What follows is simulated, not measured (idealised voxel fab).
This section sets out a process module, namely voxel double patterning.
180 nm wide, 5 nm square cells: that's cross-section cut.
Reading order for cross-sections: top band down to bottom band. Underlying form: a grid of square cells. Band size: one or more rows of cells.
Band: top and bottom heights (nm) first, top before bottom; then materials from left to right, widths in nm. "all across" marks a sole material filling the band edge to edge. "blank" denotes empty space.
Zero point of the height axis is 0; under it, received wafer = one material. Lowest band: continues down indefinitely, "0..down".
You'd read "30..40" like this: the band's top row of cells is as wide as the first number, its bottom row is as wide as the second, and going down, every row changes width by the same amount as the row before did.
For the purposes of this document, the phrase "identical to before" attached to a step denotes that no cell within the cross-section was modified by that step.
In "Enclosed voids" the enclosed voids are listed, meaning empty spaces of 8 cells or larger without any opening to the top. The form is width x height at distance, distance from the left edge, units nm.
Past the settings on a step's line: simulator remark, on that step.
Among the settings permitted on a step's line is "overlay nm"; applied to a step with a mask, it specifies the extent to which the mask lay to the right of its planned position, whereas a negative figure signifies a position to the left.

-- This section lists the process steps that were planned
| 1 | RECEIVE, material Si |
| 2 | CONFORMAL_DEP, material SiO2, thk nm 5 |
| 3 | DIRECTIONAL_DEP, material W, thk nm 20 |
| 4 | DIRECTIONAL_DEP, material SiCN, thk nm 5 |
| 5 | MASKED_ETCH, tone open, mask id FIRST, width nm 15, pitch nm 50, etch materials SiCN, depth nm 5, overlay nm 0 |
| 6 | PATTERN, tone open, mask id SECOND, material resist, width nm 15, pitch nm 50, thk nm 15, overlay nm 0 |
| 7 | DIRECTIONAL_ETCH, etch materials SiCN, depth nm 5 |
| 8 | STRIP, etch materials resist |
| 9 | DIRECTIONAL_ETCH, etch materials W, depth nm 20 |
| 10 | STRIP, etch materials SiCN |

-- The first of a set of two wafers, run to plan

-- Wafer at receipt (post step 1), cross-section
	0..down: Si all across
	Enclosed voids: none

-- Cross-sectional representation of the wafer at the conclusion of step 2
	5..0: SiO2 all across
	Everything below 0 is unchanged.

-- Cross-sectional representation of the wafer at the conclusion of step 3
	25..5: W all across
	Everything below 5 is unchanged.

-- Cross-sectional representation of the wafer at the conclusion of step 4
	30..25: SiCN all across
	Everything below 25 is unchanged.

-- Cross-sectional representation of the wafer at the conclusion of step 5
	30..25: SiCN (30) / blank (15) / SiCN (35) / blank (15) / SiCN (35) / blank (15) / SiCN (35)
	Everything below 25 is unchanged.

-- Cross-sectional representation of the wafer at the conclusion of step 6
	45..30: resist (55) / blank (15) / resist (35) / blank (15) / resist (60)
	30..25: SiCN (30) / resist (15) / SiCN (35) / resist (15) / SiCN (35) / resist (15) / SiCN (35)
	Everything below 25 is unchanged.

-- Cross-sectional representation of the wafer at the conclusion of step 7
	45..30: resist (55) / blank (15) / resist (35) / blank (15) / resist (60)
	30..25: SiCN (30) / resist (15) / SiCN (10) / blank (15) / SiCN (10) / resist (15) / SiCN (10) / blank (15) / SiCN (10) / resist (15) / SiCN (35)
	Everything below 25 is unchanged.

-- Cross-sectional representation of the wafer at the conclusion of step 8
	30..25: SiCN (30) / blank (15) / SiCN (10) / blank (15) / SiCN (10) / blank (15) / SiCN (10) / blank (15) / SiCN (10) / blank (15) / SiCN (35)
	Everything below 25 is unchanged.

-- Cross-sectional representation of the wafer at the conclusion of step 9
	30..25: SiCN (30) / blank (15) / SiCN (10) / blank (15) / SiCN (10) / blank (15) / SiCN (10) / blank (15) / SiCN (10) / blank (15) / SiCN (35)
	25..5: W (30) / blank (15) / W (10) / blank (15) / W (10) / blank (15) / W (10) / blank (15) / W (10) / blank (15) / W (35)
	Everything below 5 is unchanged.

-- Cross-sectional representation of the wafer at the conclusion of step 10
	25..5: W (30) / blank (15) / W (10) / blank (15) / W (10) / blank (15) / W (10) / blank (15) / W (10) / blank (15) / W (35)
	Everything below 5 is unchanged.

-- Second wafer: same start and same plan as the first, one execution error; identical to the first through step 2

-- The second wafer cut through, at the time step 3 was supposed to be finished
	30..5: W all across
	Everything below 5 is unchanged.

-- The second wafer cut through, at the time step 4 was supposed to be finished
	35..30: SiCN all across
	Everything below 30 is unchanged.

-- The second wafer cut through, at the time step 5 was supposed to be finished
	35..30: SiCN (30) / blank (15) / SiCN (35) / blank (15) / SiCN (35) / blank (15) / SiCN (35)
	Everything below 30 is unchanged.

-- The second wafer cut through, at the time step 6 was supposed to be finished
	50..35: resist (55) / blank (15) / resist (35) / blank (15) / resist (60)
	35..30: SiCN (30) / resist (15) / SiCN (35) / resist (15) / SiCN (35) / resist (15) / SiCN (35)
	Everything below 30 is unchanged.

-- The second wafer cut through, at the time step 7 was supposed to be finished
	50..35: resist (55) / blank (15) / resist (35) / blank (15) / resist (60)
	35..30: SiCN (30) / resist (15) / SiCN (10) / blank (15) / SiCN (10) / resist (15) / SiCN (10) / blank (15) / SiCN (10) / resist (15) / SiCN (35)
	Everything below 30 is unchanged.

-- The second wafer cut through, at the time step 8 was supposed to be finished
	35..30: SiCN (30) / blank (15) / SiCN (10) / blank (15) / SiCN (10) / blank (15) / SiCN (10) / blank (15) / SiCN (10) / blank (15) / SiCN (35)
	Everything below 30 is unchanged.

-- The second wafer cut through, at the time step 9 was supposed to be finished
	35..30: SiCN (30) / blank (15) / SiCN (10) / blank (15) / SiCN (10) / blank (15) / SiCN (10) / blank (15) / SiCN (10) / blank (15) / SiCN (35)
	30..10: W (30) / blank (15) / W (10) / blank (15) / W (10) / blank (15) / W (10) / blank (15) / W (10) / blank (15) / W (35)
	Everything below 10 is unchanged.

-- The second wafer cut through, at the time step 10 was supposed to be finished
	30..10: W (30) / blank (15) / W (10) / blank (15) / W (10) / blank (15) / W (10) / blank (15) / W (10) / blank (15) / W (35)
	Everything below 10 is unchanged.
Where did the run depart from the plan? note that step 3 departed from the planned setting and was carried out as DIRECTIONAL_DEP, material W, thk nm 25
End of process, cell counts, second wafer against first, materials with more or fewer: W: 36 more
